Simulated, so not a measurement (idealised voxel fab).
process module | voxel capacitor over wiring
cross-section cut | 235 nm wide | cells 5 nm
A cross-section is a grid of square cells, given in bands from the top down. A band is one or more rows of cells.
Each band's line starts with the height of the band's top and of its bottom, in nm. Then come its materials from left to right, each with its width in nm. One material with "throughout" fills the band from edge to edge. "air" is empty space.
Height 0 is the level under which the wafer as received is all one material. The lowest band goes on downwards, as in "0 down".
A width such as "30 to 40" changes by the same amount from each row of cells to the next, from the band's top row to its bottom row.
"no change" after a step means that no cell of the cross-section changed.
closed voids: empty space of 8 cells or more with no open way to the top, each as width x height at its distance from the left edge, in nm
after a step's settings: what the simulator itself notes on the step
overlay nm, on a step with a mask: how far to the right of its planned place the mask lay; to the left if negative
plan
1 op RECEIVE | material Si
2 op CONFORMAL_DEP | material SiO2 | thk nm 10
3 op CONFORMAL_DEP | material SiCN | thk nm 5
4 op DIRECTIONAL_DEP | material lowk | thk nm 15
5 op MASKED_ETCH | tone open | mask id METAL_1 | width nm 25 | pitch nm 90 | etch materials lowk | depth nm 15 | overlay nm 0
6 op MASKED_ETCH | tone open | mask id METAL_1 | width nm 25 | pitch nm 90 | etch materials SiCN | depth nm 5 | overlay nm 0
7 op CONFORMAL_DEP | material TiN | thk nm 5
8 op FILL_DEP | material Ru | thk nm 5
9 op CMP | height nm 30
10 op CONFORMAL_DEP | material SiCN | thk nm 5
11 op DIRECTIONAL_DEP | material SiO2 | thk nm 10
12 op DIRECTIONAL_DEP | material aC | thk nm 10
13 op PATTERN | tone open | mask id PLUG_1 | material resist | width nm 15 | thk nm 25 | overlay nm 0
14 op DIRECTIONAL_ETCH | etch materials aC | depth nm 10
15 op STRIP | etch materials resist
16 op DIRECTIONAL_ETCH | etch materials SiO2 | depth nm 10
17 op DIRECTIONAL_ETCH | etch materials SiCN | depth nm 5
18 op STRIP | etch materials aC
19 op EPI | material Ru | thk nm 10
20 op EPI | material Ru | thk nm 5
21 op DIRECTIONAL_DEP | material TiN | thk nm 10
22 op DIRECTIONAL_DEP | material Al2O3 | thk nm 5
23 op DIRECTIONAL_DEP | material TiN | thk nm 5
24 op MASKED_ETCH | tone cover | mask id UPPER_PLATE | width nm 70 | etch materials TiN | depth nm 5 | overlay nm 0
25 op MASKED_ETCH | tone cover | mask id UPPER_PLATE | width nm 70 | etch materials Al2O3 | depth nm 5 | overlay nm 0
26 op MASKED_ETCH | tone cover | mask id LOWER_PLATE | width nm 80 | etch materials TiN | depth nm 10 | overlay nm 0
27 op FILL_DEP | material SiO2 | thk nm 20
28 op CMP | height nm 80
29 op MASKED_ETCH | tone open | mask id PLUG_2 | width nm 15 | etch materials SiO2 | depth nm 15 | overlay nm 0
30 op CONFORMAL_DEP | material TiN | thk nm 5
31 op FILL_DEP | material W | thk nm 10
32 op CMP | height nm 80
33 op CONFORMAL_DEP | material SiN | thk nm 5
first wafer, as planned
as received, after step 1
  0 down: Si throughout
  closed voids: none
after step 2
  10 to 0: SiO2 throughout
  below 0: unchanged
after step 3
  15 to 10: SiCN throughout
  below 10: unchanged
after step 4
  30 to 15: lowk throughout
  below 15: unchanged
after step 5
  30 to 15: lowk 60 | air 25 | lowk 65 | air 25 | lowk 60
  below 15: unchanged
after step 6
  30 to 15: lowk 60 | air 25 | lowk 65 | air 25 | lowk 60
  15 to 10: SiCN 60 | air 25 | SiCN 65 | air 25 | SiCN 60
  below 10: unchanged
after step 7
  35 to 30: TiN 65 | air 15 | TiN 75 | air 15 | TiN 65
  30 to 15: lowk 60 | TiN 5 | air 15 | TiN 5 | lowk 65 | TiN 5 | air 15 | TiN 5 | lowk 60
  15 to 10: SiCN 60 | TiN 25 | SiCN 65 | TiN 25 | SiCN 60
  below 10: unchanged
after step 8
  40 to 35: Ru throughout
  35 to 30: TiN 65 | Ru 15 | TiN 75 | Ru 15 | TiN 65
  30 to 15: lowk 60 | TiN 5 | Ru 15 | TiN 5 | lowk 65 | TiN 5 | Ru 15 | TiN 5 | lowk 60
  below 15: unchanged
after step 9
  30 to 15: lowk 60 | TiN 5 | Ru 15 | TiN 5 | lowk 65 | TiN 5 | Ru 15 | TiN 5 | lowk 60
  below 15: unchanged
after step 10
  35 to 30: SiCN throughout
  below 30: unchanged
after step 11
  45 to 35: SiO2 throughout
  below 35: unchanged
after step 12
  55 to 45: aC throughout
  below 45: unchanged
after step 13
  80 to 55: resist 70 | air 15 | resist 150
  below 55: unchanged
after step 14
  70 to 55: resist 70 | air 15 | resist 150
  55 to 45: aC 70 | air 15 | aC 150
  below 45: unchanged
after step 15
  55 to 45: aC 70 | air 15 | aC 150
  below 45: unchanged
after step 16
  55 to 45: aC 70 | air 15 | aC 150
  45 to 35: SiO2 70 | air 15 | SiO2 150
  below 35: unchanged
after step 17
  55 to 45: aC 70 | air 15 | aC 150
  45 to 35: SiO2 70 | air 15 | SiO2 150
  35 to 30: SiCN 70 | air 15 | SiCN 150
  below 30: unchanged
after step 18
  45 to 35: SiO2 70 | air 15 | SiO2 150
  below 35: unchanged
after step 19
  45 to 40: SiO2 70 | air 15 | SiO2 150
  40 to 35: SiO2 70 | Ru 15 | SiO2 150
  35 to 30: SiCN 70 | Ru 15 | SiCN 150
  below 30: unchanged
after step 20
  45 to 35: SiO2 70 | Ru 15 | SiO2 150
  below 35: unchanged
after step 21
  55 to 45: TiN throughout
  below 45: unchanged
after step 22
  60 to 55: Al2O3 throughout
  below 55: unchanged
after step 23
  65 to 60: TiN throughout
  below 60: unchanged
after step 24
  65 to 60: air 70 | TiN 70 | air 95
  below 60: unchanged
after step 25
  65 to 60: air 70 | TiN 70 | air 95
  60 to 55: air 70 | Al2O3 70 | air 95
  below 55: unchanged
after step 26
  65 to 60: air 70 | TiN 70 | air 95
  60 to 55: air 70 | Al2O3 70 | air 95
  55 to 45: air 65 | TiN 80 | air 90
  below 45: unchanged
after step 27
  85 to 65: SiO2 throughout
  65 to 60: SiO2 70 | TiN 70 | SiO2 95
  60 to 55: SiO2 70 | Al2O3 70 | SiO2 95
  55 to 45: SiO2 65 | TiN 80 | SiO2 90
  below 45: unchanged
after step 28
  80 to 65: SiO2 throughout
  below 65: unchanged
after step 29
  80 to 65: SiO2 80 | air 15 | SiO2 140
  below 65: unchanged
after step 30
  85 to 80: TiN 85 | air 5 | TiN 145
  80 to 70: SiO2 80 | TiN 5 | air 5 | TiN 5 | SiO2 140
  70 to 60: SiO2 80 to 70 | TiN 15 to 70 | SiO2 140 to 95
  below 60: unchanged
after step 31
  95 to 85: W throughout
  85 to 80: TiN 85 | W 5 | TiN 145
  80 to 70: SiO2 80 | TiN 5 | W 5 | TiN 5 | SiO2 140
  below 70: unchanged
after step 32
  80 to 70: SiO2 80 | TiN 5 | W 5 | TiN 5 | SiO2 140
  below 70: unchanged
after step 33
  85 to 80: SiN throughout
  below 80: unchanged
second wafer: like start, like plan, one mistake. Through step 23 it matches the first wafer
when step 24 should have ended
  65 to 60: TiN 70 | air 70 | TiN 95
  below 60: unchanged
when step 25 should have ended: no change
when step 26 should have ended
  65 to 60: air 65 | TiN 5 | air 70 | TiN 5 | air 90
  below 60: unchanged
when step 27 should have ended
  85 to 65: SiO2 throughout
  65 to 60: SiO2 65 | TiN 5 | SiO2 70 | TiN 5 | SiO2 90
  below 60: unchanged
when step 28 should have ended
  80 to 65: SiO2 throughout
  below 65: unchanged
when step 29 should have ended
  80 to 65: SiO2 80 | air 15 | SiO2 140
  below 65: unchanged
when step 30 should have ended
  85 to 80: TiN 85 | air 5 | TiN 145
  80 to 70: SiO2 80 | TiN 5 | air 5 | TiN 5 | SiO2 140
  70 to 65: SiO2 80 | TiN 15 | SiO2 140
  below 65: unchanged
when step 31 should have ended
  95 to 85: W throughout
  85 to 80: TiN 85 | W 5 | TiN 145
  80 to 70: SiO2 80 | TiN 5 | W 5 | TiN 5 | SiO2 140
  below 70: unchanged
when step 32 should have ended
  80 to 70: SiO2 80 | TiN 5 | W 5 | TiN 5 | SiO2 140
  below 70: unchanged
when step 33 should have ended
  85 to 80: SiN throughout
  below 80: unchanged
what went wrong: step 24 ran as: op MASKED_ETCH | tone open | mask id UPPER_PLATE | width nm 70 | etch materials TiN | depth nm 5 | overlay nm 0
at the end the second wafer has, in cells: 33 more of Al2O3 | 83 fewer of SiO2 | 50 more of TiN
